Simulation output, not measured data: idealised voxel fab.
Documented hereafter: the process module known as voxel transistor to metal.
The cross-section on display is named cut; it measures 215 nm wide, and its cells are 5 nm squares.
In what follows, cross-sections appear as grids of square cells, described through bands that run from the top down, where every band is one or more rows of cells.
Band: top and bottom heights (nm) first, top before bottom; then materials from left to right, widths in nm. "all across" marks a sole material filling the band edge to edge. "empty" denotes empty space.
Heights are reckoned from 0. Under this level, the received wafer is all of one material. The bottommost band is open-ended downward, for example "0 nm and below".
Read "30->40" as a graded width: first number on top, second number at the bottom, same change between each pair of neighbouring rows.
Given "everything unchanged" for a step, no cell of the cross-section differs between before and after that step.
"Enclosed void entries" - sealed voids, min. 8 cells, no opening to top; format: width x height at distance (distance from left edge; nm throughout).
Whatever follows a step's settings on its line is a remark the simulator itself makes about that step.
"overlay nm", when on a step's line for a step with a mask, measures how far to the right of its planned place the mask lay; a negative measure means to the left.

Planned process steps
1) RECEIVE (material Si)
2) CONFORMAL_DEP (material SiO2; thk nm 5)
3) CONFORMAL_DEP (material SiN; thk nm 15)
4) PATTERN (tone cover; mask id ACTIVE; material resist; width nm 95; thk nm 20; overlay nm 0)
5) DIRECTIONAL_ETCH (etch materials SiN; depth nm 15)
6) DIRECTIONAL_ETCH (etch materials SiO2; depth nm 5)
7) DIRECTIONAL_ETCH (etch materials Si; depth nm 30)
8) STRIP (etch materials resist)
9) FILL_DEP (material SiO2; thk nm 10)
10) CMP (height nm 20)
11) SELECTIVE_ETCH (etch materials SiO2; depth nm 10)
12) STRIP (etch materials SiN)
13) SELECTIVE_ETCH (etch materials SiO2; depth nm 5)
14) OXIDIZE (depth nm 5)
15) DIRECTIONAL_DEP (material polySi; thk nm 20)
16) DIRECTIONAL_DEP (material SiCN; thk nm 10)
17) DIRECTIONAL_DEP (material aC; thk nm 15)
18) PATTERN (tone cover; mask id GATE; material resist; width nm 25; thk nm 35; overlay nm 0)
19) DIRECTIONAL_ETCH (etch materials aC; depth nm 15)
20) STRIP (etch materials resist)
21) DIRECTIONAL_ETCH (etch materials SiCN; depth nm 20)
22) DIRECTIONAL_ETCH (etch materials polySi; depth nm 30)
23) STRIP (etch materials aC)
24) CONFORMAL_DEP (material SiN; thk nm 5)
25) DIRECTIONAL_ETCH (etch materials SiN; depth nm 5)
26) DIRECTIONAL_ETCH (etch materials SiO2; depth nm 5)
27) EPI (material nSi; thk nm 5)
28) FILL_DEP (material SiO2; thk nm 10)
29) CMP (height nm 30)
30) DIRECTIONAL_DEP (material SiO2; thk nm 10)
31) MASKED_ETCH (tone open; mask id CONTACT; width nm 15; pitch nm 70; etch materials SiO2; depth nm 40; overlay nm 0)
32) CONFORMAL_DEP (material TiN; thk nm 5)
33) FILL_DEP (material Ru; thk nm 5)
34) CMP (height nm 40)
35) DIRECTIONAL_DEP (material TiN; thk nm 5)
36) DIRECTIONAL_DEP (material W; thk nm 20)
37) MASKED_ETCH (tone cover; mask id METAL_1; width nm 15; pitch nm 70; etch materials W; depth nm 20; overlay nm 0)
38) MASKED_ETCH (tone cover; mask id METAL_1; width nm 15; pitch nm 70; etch materials TiN; depth nm 5; overlay nm 0)
39) FILL_DEP (material SiO2; thk nm 5)
40) CMP (height nm 65)
41) CONFORMAL_DEP (material SiN; thk nm 5)

Below: the first of two wafers, run as planned

Wafer at receipt (post step 1), cross-section
	0 nm and below | Si all across
	Enclosed void entries: none

Cross-sectional representation of the wafer at the conclusion of step 2
	5 nm to 0 nm | SiO2 all across
	Note: structure below 0 unchanged.

Cross-sectional representation of the wafer at the conclusion of step 3
	20 nm to 5 nm | SiN all across
	Note: structure below 5 unchanged.

Cross-sectional representation of the wafer at the conclusion of step 4
	40 nm to 20 nm | 60 of empty  95 of resist  60 of empty
	Note: structure below 20 unchanged.

Cross-sectional representation of the wafer at the conclusion of step 5
	40 nm to 20 nm | 60 of empty  95 of resist  60 of empty
	20 nm to 5 nm | 60 of empty  95 of SiN  60 of empty
	Note: structure below 5 unchanged.

Cross-sectional representation of the wafer at the conclusion of step 6
	40 nm to 20 nm | 60 of empty  95 of resist  60 of empty
	20 nm to 5 nm | 60 of empty  95 of SiN  60 of empty
	5 nm to 0 nm | 60 of empty  95 of SiO2  60 of empty
	Note: structure below 0 unchanged.

Cross-sectional representation of the wafer at the conclusion of step 7
	40 nm to 20 nm | 60 of empty  95 of resist  60 of empty
	20 nm to 5 nm | 60 of empty  95 of SiN  60 of empty
	5 nm to 0 nm | 60 of empty  95 of SiO2  60 of empty
	0 nm to -30 nm | 60 of empty  95 of Si  60 of empty
	Note: structure below -30 unchanged.

Cross-sectional representation of the wafer at the conclusion of step 8
	20 nm to 5 nm | 60 of empty  95 of SiN  60 of empty
	Note: structure below 5 unchanged.

Cross-sectional representation of the wafer at the conclusion of step 9
	30 nm to 20 nm | SiO2 all across
	20 nm to 5 nm | 60 of SiO2  95 of SiN  60 of SiO2
	5 nm to 0 nm | SiO2 all across
	0 nm to -30 nm | 60 of SiO2  95 of Si  60 of SiO2
	Note: structure below -30 unchanged.

Cross-sectional representation of the wafer at the conclusion of step 10
	20 nm to 5 nm | 60 of SiO2  95 of SiN  60 of SiO2
	Note: structure below 5 unchanged.

Cross-sectional representation of the wafer at the conclusion of step 11
	20 nm to 10 nm | 60 of empty  95 of SiN  60 of empty
	Note: structure below 10 unchanged.

Cross-sectional representation of the wafer at the conclusion of step 12
	10 nm to 5 nm | 60 of SiO2  95 of empty  60 of SiO2
	Note: structure below 5 unchanged.

Cross-sectional representation of the wafer at the conclusion of step 13
	5 nm to 0 nm | 55 of SiO2  105 of empty  55 of SiO2
	Note: structure below 0 unchanged.

Cross-sectional representation of the wafer at the conclusion of step 14
	5 nm to 0 nm | 55 of SiO2  105 of empty  55 of SiO2
	0 nm to -5 nm | SiO2 all across
	Note: structure below -5 unchanged.

Cross-sectional representation of the wafer at the conclusion of step 15
	25 nm to 20 nm | 55 of polySi  105 of empty  55 of polySi
	20 nm to 5 nm | polySi all across
	5 nm to 0 nm | 55 of SiO2  105 of polySi  55 of SiO2
	Note: structure below 0 unchanged.

Cross-sectional representation of the wafer at the conclusion of step 16
	35 nm to 30 nm | 55 of SiCN  105 of empty  55 of SiCN
	30 nm to 25 nm | SiCN all across
	25 nm to 20 nm | 55 of polySi  105 of SiCN  55 of polySi
	Note: structure below 20 unchanged.

Cross-sectional representation of the wafer at the conclusion of step 17
	50 nm to 45 nm | 55 of aC  105 of empty  55 of aC
	45 nm to 35 nm | aC all across
	35 nm to 30 nm | 55 of SiCN  105 of aC  55 of SiCN
	Note: structure below 30 unchanged.

Cross-sectional representation of the wafer at the conclusion of step 18
	85 nm to 50 nm | 95 of empty  25 of resist  95 of empty
	50 nm to 45 nm | 55 of aC  40 of empty  25 of resist  40 of empty  55 of aC
	Note: structure below 45 unchanged.

Cross-sectional representation of the wafer at the conclusion of step 19
	70 nm to 45 nm | 95 of empty  25 of resist  95 of empty
	45 nm to 35 nm | 95 of empty  25 of aC  95 of empty
	35 nm to 30 nm | 55 of SiCN  40 of empty  25 of aC  40 of empty  55 of SiCN
	Note: structure below 30 unchanged.

Cross-sectional representation of the wafer at the conclusion of step 20
	45 nm to 35 nm | 95 of empty  25 of aC  95 of empty
	Note: structure below 35 unchanged.

Cross-sectional representation of the wafer at the conclusion of step 21
	45 nm to 30 nm | 95 of empty  25 of aC  95 of empty
	30 nm to 25 nm | 95 of empty  25 of SiCN  95 of empty
	25 nm to 20 nm | 55 of polySi  40 of empty  25 of SiCN  40 of empty  55 of polySi
	Note: structure below 20 unchanged.

Cross-sectional representation of the wafer at the conclusion of step 22
	45 nm to 30 nm | 95 of empty  25 of aC  95 of empty
	30 nm to 20 nm | 95 of empty  25 of SiCN  95 of empty
	20 nm to 5 nm | 95 of empty  25 of polySi  95 of empty
	5 nm to 0 nm | 55 of SiO2  40 of empty  25 of polySi  40 of empty  55 of SiO2
	Note: structure below 0 unchanged.

Cross-sectional representation of the wafer at the conclusion of step 23
	30 nm to 20 nm | 95 of empty  25 of SiCN  95 of empty
	Note: structure below 20 unchanged.

Cross-sectional representation of the wafer at the conclusion of step 24
	35 nm to 30 nm | 90 of empty  35 of SiN  90 of empty
	30 nm to 20 nm | 90 of empty  5 of SiN  25 of SiCN  5 of SiN  90 of empty
	20 nm to 10 nm | 90 of empty  5 of SiN  25 of polySi  5 of SiN  90 of empty
	10 nm to 5 nm | 60 of SiN  30 of empty  5 of SiN  25 of polySi  5 of SiN  30 of empty  60 of SiN
	5 nm to 0 nm | 55 of SiO2  40 of SiN  25 of polySi  40 of SiN  55 of SiO2
	Note: structure below 0 unchanged.

Cross-sectional representation of the wafer at the conclusion of step 25
	30 nm to 20 nm | 90 of empty  5 of SiN  25 of SiCN  5 of SiN  90 of empty
	20 nm to 5 nm | 90 of empty  5 of SiN  25 of polySi  5 of SiN  90 of empty
	5 nm to 0 nm | 55 of SiO2  5 of SiN  30 of empty  5 of SiN  25 of polySi  5 of SiN  30 of empty  5 of SiN  55 of SiO2
	Note: structure below 0 unchanged.

Cross-sectional representation of the wafer at the conclusion of step 26
	30 nm to 20 nm | 90 of empty  5 of SiN  25 of SiCN  5 of SiN  90 of empty
	20 nm to 5 nm | 90 of empty  5 of SiN  25 of polySi  5 of SiN  90 of empty
	5 nm to 0 nm | 55 of empty  5 of SiN  30 of empty  5 of SiN  25 of polySi  5 of SiN  30 of empty  5 of SiN  55 of empty
	0 nm to -5 nm | 60 of SiO2  30 of empty  35 of SiO2  30 of empty  60 of SiO2
	Note: structure below -5 unchanged.

Cross-sectional representation of the wafer at the conclusion of step 27
	30 nm to 20 nm | 90 of empty  5 of SiN  25 of SiCN  5 of SiN  90 of empty
	20 nm to 5 nm | 90 of empty  5 of SiN  25 of polySi  5 of SiN  90 of empty
	5 nm to 0 nm | 55 of empty  5 of SiN  30 of empty  5 of SiN  25 of polySi  5 of SiN  30 of empty  5 of SiN  55 of empty
	0 nm to -5 nm | 60 of SiO2  30 of nSi  35 of SiO2  30 of nSi  60 of SiO2
	Note: structure below -5 unchanged.

Cross-sectional representation of the wafer at the conclusion of step 28
	40 nm to 30 nm | SiO2 all across
	30 nm to 20 nm | 90 of SiO2  5 of SiN  25 of SiCN  5 of SiN  90 of SiO2
	20 nm to 5 nm | 90 of SiO2  5 of SiN  25 of polySi  5 of SiN  90 of SiO2
	5 nm to 0 nm | 55 of SiO2  5 of SiN  30 of SiO2  5 of SiN  25 of polySi  5 of SiN  30 of SiO2  5 of SiN  55 of SiO2
	Note: structure below 0 unchanged.

Cross-sectional representation of the wafer at the conclusion of step 29
	30 nm to 20 nm | 90 of SiO2  5 of SiN  25 of SiCN  5 of SiN  90 of SiO2
	Note: structure below 20 unchanged.

Cross-sectional representation of the wafer at the conclusion of step 30
	40 nm to 30 nm | SiO2 all across
	Note: structure below 30 unchanged.

Cross-sectional representation of the wafer at the conclusion of step 31
	40 nm to 30 nm | 65 of SiO2  15 of empty  55 of SiO2  15 of empty  65 of SiO2
	30 nm to 20 nm | 65 of SiO2  15 of empty  10 of SiO2  5 of SiN  25 of SiCN  5 of SiN  10 of SiO2  15 of empty  65 of SiO2
	20 nm to 5 nm | 65 of SiO2  15 of empty  10 of SiO2  5 of SiN  25 of polySi  5 of SiN  10 of SiO2  15 of empty  65 of SiO2
	5 nm to 0 nm | 55 of SiO2  5 of SiN  5 of SiO2  15 of empty  10 of SiO2  5 of SiN  25 of polySi  5 of SiN  10 of SiO2  15 of empty  5 of SiO2  5 of SiN  55 of SiO2
	Note: structure below 0 unchanged.

Cross-sectional representation of the wafer at the conclusion of step 32
	45 nm to 40 nm | 70 of TiN  5 of empty  65 of TiN  5 of empty  70 of TiN
	40 nm to 30 nm | 65 of SiO2  5 of TiN  5 of empty  5 of TiN  55 of SiO2  5 of TiN  5 of empty  5 of TiN  65 of SiO2
	30 nm to 20 nm | 65 of SiO2  5 of TiN  5 of empty  5 of TiN  10 of SiO2  5 of SiN  25 of SiCN  5 of SiN  10 of SiO2  5 of TiN  5 of empty  5 of TiN  65 of SiO2
	20 nm to 5 nm | 65 of SiO2  5 of TiN  5 of empty  5 of TiN  10 of SiO2  5 of SiN  25 of polySi  5 of SiN  10 of SiO2  5 of TiN  5 of empty  5 of TiN  65 of SiO2
	5 nm to 0 nm | 55 of SiO2  5 of SiN  5 of SiO2  15 of TiN  10 of SiO2  5 of SiN  25 of polySi  5 of SiN  10 of SiO2  15 of TiN  5 of SiO2  5 of SiN  55 of SiO2
	Note: structure below 0 unchanged.

Cross-sectional representation of the wafer at the conclusion of step 33
	50 nm to 45 nm | Ru all across
	45 nm to 40 nm | 70 of TiN  5 of Ru  65 of TiN  5 of Ru  70 of TiN
	40 nm to 30 nm | 65 of SiO2  5 of TiN  5 of Ru  5 of TiN  55 of SiO2  5 of TiN  5 of Ru  5 of TiN  65 of SiO2
	30 nm to 20 nm | 65 of SiO2  5 of TiN  5 of Ru  5 of TiN  10 of SiO2  5 of SiN  25 of SiCN  5 of SiN  10 of SiO2  5 of TiN  5 of Ru  5 of TiN  65 of SiO2
	20 nm to 5 nm | 65 of SiO2  5 of TiN  5 of Ru  5 of TiN  10 of SiO2  5 of SiN  25 of polySi  5 of SiN  10 of SiO2  5 of TiN  5 of Ru  5 of TiN  65 of SiO2
	Note: structure below 5 unchanged.

Cross-sectional representation of the wafer at the conclusion of step 34
	40 nm to 30 nm | 65 of SiO2  5 of TiN  5 of Ru  5 of TiN  55 of SiO2  5 of TiN  5 of Ru  5 of TiN  65 of SiO2
	Note: structure below 30 unchanged.

Cross-sectional representation of the wafer at the conclusion of step 35
	45 nm to 40 nm | TiN all across
	Note: structure below 40 unchanged.

Cross-sectional representation of the wafer at the conclusion of step 36
	65 nm to 45 nm | W all across
	Note: structure below 45 unchanged.

Cross-sectional representation of the wafer at the conclusion of step 37
	65 nm to 45 nm | 65 of empty  15 of W  55 of empty  15 of W  65 of empty
	Note: structure below 45 unchanged.

Cross-sectional representation of the wafer at the conclusion of step 38
	65 nm to 45 nm | 65 of empty  15 of W  55 of empty  15 of W  65 of empty
	45 nm to 40 nm | 65 of empty  15 of TiN  55 of empty  15 of TiN  65 of empty
	Note: structure below 40 unchanged.

Cross-sectional representation of the wafer at the conclusion of step 39
	70 nm to 65 nm | SiO2 all across
	65 nm to 45 nm | 65 of SiO2  15 of W  55 of SiO2  15 of W  65 of SiO2
	45 nm to 40 nm | 65 of SiO2  15 of TiN  55 of SiO2  15 of TiN  65 of SiO2
	Note: structure below 40 unchanged.

Cross-sectional representation of the wafer at the conclusion of step 40
	65 nm to 45 nm | 65 of SiO2  15 of W  55 of SiO2  15 of W  65 of SiO2
	Note: structure below 45 unchanged.

Cross-sectional representation of the wafer at the conclusion of step 41
	70 nm to 65 nm | SiN all across
	Note: structure below 65 unchanged.

For the second wafer, take the first wafer's start and plan, then add one mistake made in running it; everything through step 6, that step included, is shared with the first

Cross-section of the second wafer when, according to plan, step 7 should have finished
	40 nm to 20 nm | 60 of empty  95 of resist  60 of empty
	20 nm to 5 nm | 60 of empty  95 of SiN  60 of empty
	5 nm to 0 nm | 60 of empty  95 of SiO2  60 of empty
	0 nm to -60 nm | 60 of empty  95 of Si  60 of empty
	Note: structure below -60 unchanged.

Cross-section of the second wafer when, according to plan, step 8 should have finished
	20 nm to 5 nm | 60 of empty  95 of SiN  60 of empty
	Note: structure below 5 unchanged.

Cross-section of the second wafer when, according to plan, step 9 should have finished
	30 nm to 20 nm | SiO2 all across
	20 nm to 5 nm | 60 of SiO2  95 of SiN  60 of SiO2
	5 nm to 0 nm | SiO2 all across
	0 nm to -60 nm | 60 of SiO2  95 of Si  60 of SiO2
	Note: structure below -60 unchanged.

Cross-section of the second wafer when, according to plan, step 10 should have finished
	20 nm to 5 nm | 60 of SiO2  95 of SiN  60 of SiO2
	Note: structure below 5 unchanged.

Cross-section of the second wafer when, according to plan, step 11 should have finished
	20 nm to 10 nm | 60 of empty  95 of SiN  60 of empty
	Note: structure below 10 unchanged.

Cross-section of the second wafer when, according to plan, step 12 should have finished
	10 nm to 5 nm | 60 of SiO2  95 of empty  60 of SiO2
	Note: structure below 5 unchanged.

Cross-section of the second wafer when, according to plan, step 13 should have finished
	5 nm to 0 nm | 55 of SiO2  105 of empty  55 of SiO2
	Note: structure below 0 unchanged.

Cross-section of the second wafer when, according to plan, step 14 should have finished
	5 nm to 0 nm | 55 of SiO2  105 of empty  55 of SiO2
	0 nm to -5 nm | SiO2 all across
	Note: structure below -5 unchanged.

Cross-section of the second wafer when, according to plan, step 15 should have finished
	25 nm to 20 nm | 55 of polySi  105 of empty  55 of polySi
	20 nm to 5 nm | polySi all across
	5 nm to 0 nm | 55 of SiO2  105 of polySi  55 of SiO2
	Note: structure below 0 unchanged.

Cross-section of the second wafer when, according to plan, step 16 should have finished
	35 nm to 30 nm | 55 of SiCN  105 of empty  55 of SiCN
	30 nm to 25 nm | SiCN all across
	25 nm to 20 nm | 55 of polySi  105 of SiCN  55 of polySi
	Note: structure below 20 unchanged.

Cross-section of the second wafer when, according to plan, step 17 should have finished
	50 nm to 45 nm | 55 of aC  105 of empty  55 of aC
	45 nm to 35 nm | aC all across
	35 nm to 30 nm | 55 of SiCN  105 of aC  55 of SiCN
	Note: structure below 30 unchanged.

Cross-section of the second wafer when, according to plan, step 18 should have finished
	85 nm to 50 nm | 95 of empty  25 of resist  95 of empty
	50 nm to 45 nm | 55 of aC  40 of empty  25 of resist  40 of empty  55 of aC
	Note: structure below 45 unchanged.

Cross-section of the second wafer when, according to plan, step 19 should have finished
	70 nm to 45 nm | 95 of empty  25 of resist  95 of empty
	45 nm to 35 nm | 95 of empty  25 of aC  95 of empty
	35 nm to 30 nm | 55 of SiCN  40 of empty  25 of aC  40 of empty  55 of SiCN
	Note: structure below 30 unchanged.

Cross-section of the second wafer when, according to plan, step 20 should have finished
	45 nm to 35 nm | 95 of empty  25 of aC  95 of empty
	Note: structure below 35 unchanged.

Cross-section of the second wafer when, according to plan, step 21 should have finished
	45 nm to 30 nm | 95 of empty  25 of aC  95 of empty
	30 nm to 25 nm | 95 of empty  25 of SiCN  95 of empty
	25 nm to 20 nm | 55 of polySi  40 of empty  25 of SiCN  40 of empty  55 of polySi
	Note: structure below 20 unchanged.

Cross-section of the second wafer when, according to plan, step 22 should have finished
	45 nm to 30 nm | 95 of empty  25 of aC  95 of empty
	30 nm to 20 nm | 95 of empty  25 of SiCN  95 of empty
	20 nm to 5 nm | 95 of empty  25 of polySi  95 of empty
	5 nm to 0 nm | 55 of SiO2  40 of empty  25 of polySi  40 of empty  55 of SiO2
	Note: structure below 0 unchanged.

Cross-section of the second wafer when, according to plan, step 23 should have finished
	30 nm to 20 nm | 95 of empty  25 of SiCN  95 of empty
	Note: structure below 20 unchanged.

Cross-section of the second wafer when, according to plan, step 24 should have finished
	35 nm to 30 nm | 90 of empty  35 of SiN  90 of empty
	30 nm to 20 nm | 90 of empty  5 of SiN  25 of SiCN  5 of SiN  90 of empty
	20 nm to 10 nm | 90 of empty  5 of SiN  25 of polySi  5 of SiN  90 of empty
	10 nm to 5 nm | 60 of SiN  30 of empty  5 of SiN  25 of polySi  5 of SiN  30 of empty  60 of SiN
	5 nm to 0 nm | 55 of SiO2  40 of SiN  25 of polySi  40 of SiN  55 of SiO2
	Note: structure below 0 unchanged.

Cross-section of the second wafer when, according to plan, step 25 should have finished
	30 nm to 20 nm | 90 of empty  5 of SiN  25 of SiCN  5 of SiN  90 of empty
	20 nm to 5 nm | 90 of empty  5 of SiN  25 of polySi  5 of SiN  90 of empty
	5 nm to 0 nm | 55 of SiO2  5 of SiN  30 of empty  5 of SiN  25 of polySi  5 of SiN  30 of empty  5 of SiN  55 of SiO2
	Note: structure below 0 unchanged.

Cross-section of the second wafer when, according to plan, step 26 should have finished
	30 nm to 20 nm | 90 of empty  5 of SiN  25 of SiCN  5 of SiN  90 of empty
	20 nm to 5 nm | 90 of empty  5 of SiN  25 of polySi  5 of SiN  90 of empty
	5 nm to 0 nm | 55 of empty  5 of SiN  30 of empty  5 of SiN  25 of polySi  5 of SiN  30 of empty  5 of SiN  55 of empty
	0 nm to -5 nm | 60 of SiO2  30 of empty  35 of SiO2  30 of empty  60 of SiO2
	Note: structure below -5 unchanged.

Cross-section of the second wafer when, according to plan, step 27 should have finished
	30 nm to 20 nm | 90 of empty  5 of SiN  25 of SiCN  5 of SiN  90 of empty
	20 nm to 5 nm | 90 of empty  5 of SiN  25 of polySi  5 of SiN  90 of empty
	5 nm to 0 nm | 55 of empty  5 of SiN  30 of empty  5 of SiN  25 of polySi  5 of SiN  30 of empty  5 of SiN  55 of empty
	0 nm to -5 nm | 60 of SiO2  30 of nSi  35 of SiO2  30 of nSi  60 of SiO2
	Note: structure below -5 unchanged.

Cross-section of the second wafer when, according to plan, step 28 should have finished
	40 nm to 30 nm | SiO2 all across
	30 nm to 20 nm | 90 of SiO2  5 of SiN  25 of SiCN  5 of SiN  90 of SiO2
	20 nm to 5 nm | 90 of SiO2  5 of SiN  25 of polySi  5 of SiN  90 of SiO2
	5 nm to 0 nm | 55 of SiO2  5 of SiN  30 of SiO2  5 of SiN  25 of polySi  5 of SiN  30 of SiO2  5 of SiN  55 of SiO2
	Note: structure below 0 unchanged.

Cross-section of the second wafer when, according to plan, step 29 should have finished
	30 nm to 20 nm | 90 of SiO2  5 of SiN  25 of SiCN  5 of SiN  90 of SiO2
	Note: structure below 20 unchanged.

Cross-section of the second wafer when, according to plan, step 30 should have finished
	40 nm to 30 nm | SiO2 all across
	Note: structure below 30 unchanged.

Cross-section of the second wafer when, according to plan, step 31 should have finished
	40 nm to 30 nm | 65 of SiO2  15 of empty  55 of SiO2  15 of empty  65 of SiO2
	30 nm to 20 nm | 65 of SiO2  15 of empty  10 of SiO2  5 of SiN  25 of SiCN  5 of SiN  10 of SiO2  15 of empty  65 of SiO2
	20 nm to 5 nm | 65 of SiO2  15 of empty  10 of SiO2  5 of SiN  25 of polySi  5 of SiN  10 of SiO2  15 of empty  65 of SiO2
	5 nm to 0 nm | 55 of SiO2  5 of SiN  5 of SiO2  15 of empty  10 of SiO2  5 of SiN  25 of polySi  5 of SiN  10 of SiO2  15 of empty  5 of SiO2  5 of SiN  55 of SiO2
	Note: structure below 0 unchanged.

Cross-section of the second wafer when, according to plan, step 32 should have finished
	45 nm to 40 nm | 70 of TiN  5 of empty  65 of TiN  5 of empty  70 of TiN
	40 nm to 30 nm | 65 of SiO2  5 of TiN  5 of empty  5 of TiN  55 of SiO2  5 of TiN  5 of empty  5 of TiN  65 of SiO2
	30 nm to 20 nm | 65 of SiO2  5 of TiN  5 of empty  5 of TiN  10 of SiO2  5 of SiN  25 of SiCN  5 of SiN  10 of SiO2  5 of TiN  5 of empty  5 of TiN  65 of SiO2
	20 nm to 5 nm | 65 of SiO2  5 of TiN  5 of empty  5 of TiN  10 of SiO2  5 of SiN  25 of polySi  5 of SiN  10 of SiO2  5 of TiN  5 of empty  5 of TiN  65 of SiO2
	5 nm to 0 nm | 55 of SiO2  5 of SiN  5 of SiO2  15 of TiN  10 of SiO2  5 of SiN  25 of polySi  5 of SiN  10 of SiO2  15 of TiN  5 of SiO2  5 of SiN  55 of SiO2
	Note: structure below 0 unchanged.

Cross-section of the second wafer when, according to plan, step 33 should have finished
	50 nm to 45 nm | Ru all across
	45 nm to 40 nm | 70 of TiN  5 of Ru  65 of TiN  5 of Ru  70 of TiN
	40 nm to 30 nm | 65 of SiO2  5 of TiN  5 of Ru  5 of TiN  55 of SiO2  5 of TiN  5 of Ru  5 of TiN  65 of SiO2
	30 nm to 20 nm | 65 of SiO2  5 of TiN  5 of Ru  5 of TiN  10 of SiO2  5 of SiN  25 of SiCN  5 of SiN  10 of SiO2  5 of TiN  5 of Ru  5 of TiN  65 of SiO2
	20 nm to 5 nm | 65 of SiO2  5 of TiN  5 of Ru  5 of TiN  10 of SiO2  5 of SiN  25 of polySi  5 of SiN  10 of SiO2  5 of TiN  5 of Ru  5 of TiN  65 of SiO2
	Note: structure below 5 unchanged.

Cross-section of the second wafer when, according to plan, step 34 should have finished
	40 nm to 30 nm | 65 of SiO2  5 of TiN  5 of Ru  5 of TiN  55 of SiO2  5 of TiN  5 of Ru  5 of TiN  65 of SiO2
	Note: structure below 30 unchanged.

Cross-section of the second wafer when, according to plan, step 35 should have finished
	45 nm to 40 nm | TiN all across
	Note: structure below 40 unchanged.

Cross-section of the second wafer when, according to plan, step 36 should have finished
	65 nm to 45 nm | W all across
	Note: structure below 45 unchanged.

Cross-section of the second wafer when, according to plan, step 37 should have finished
	65 nm to 45 nm | 65 of empty  15 of W  55 of empty  15 of W  65 of empty
	Note: structure below 45 unchanged.

Cross-section of the second wafer when, according to plan, step 38 should have finished
	65 nm to 45 nm | 65 of empty  15 of W  55 of empty  15 of W  65 of empty
	45 nm to 40 nm | 65 of empty  15 of TiN  55 of empty  15 of TiN  65 of empty
	Note: structure below 40 unchanged.

Cross-section of the second wafer when, according to plan, step 39 should have finished
	70 nm to 65 nm | SiO2 all across
	65 nm to 45 nm | 65 of SiO2  15 of W  55 of SiO2  15 of W  65 of SiO2
	45 nm to 40 nm | 65 of SiO2  15 of TiN  55 of SiO2  15 of TiN  65 of SiO2
	Note: structure below 40 unchanged.

Cross-section of the second wafer when, according to plan, step 40 should have finished
	65 nm to 45 nm | 65 of SiO2  15 of W  55 of SiO2  15 of W  65 of SiO2
	Note: structure below 45 unchanged.

Cross-section of the second wafer when, according to plan, step 41 should have finished
	70 nm to 65 nm | SiN all across
	Note: structure below 65 unchanged.
Run error: execution of plan step 7 occurred twice
End of process, cell counts, second wafer against first, materials with more or fewer: Si -144, SiO2 +144
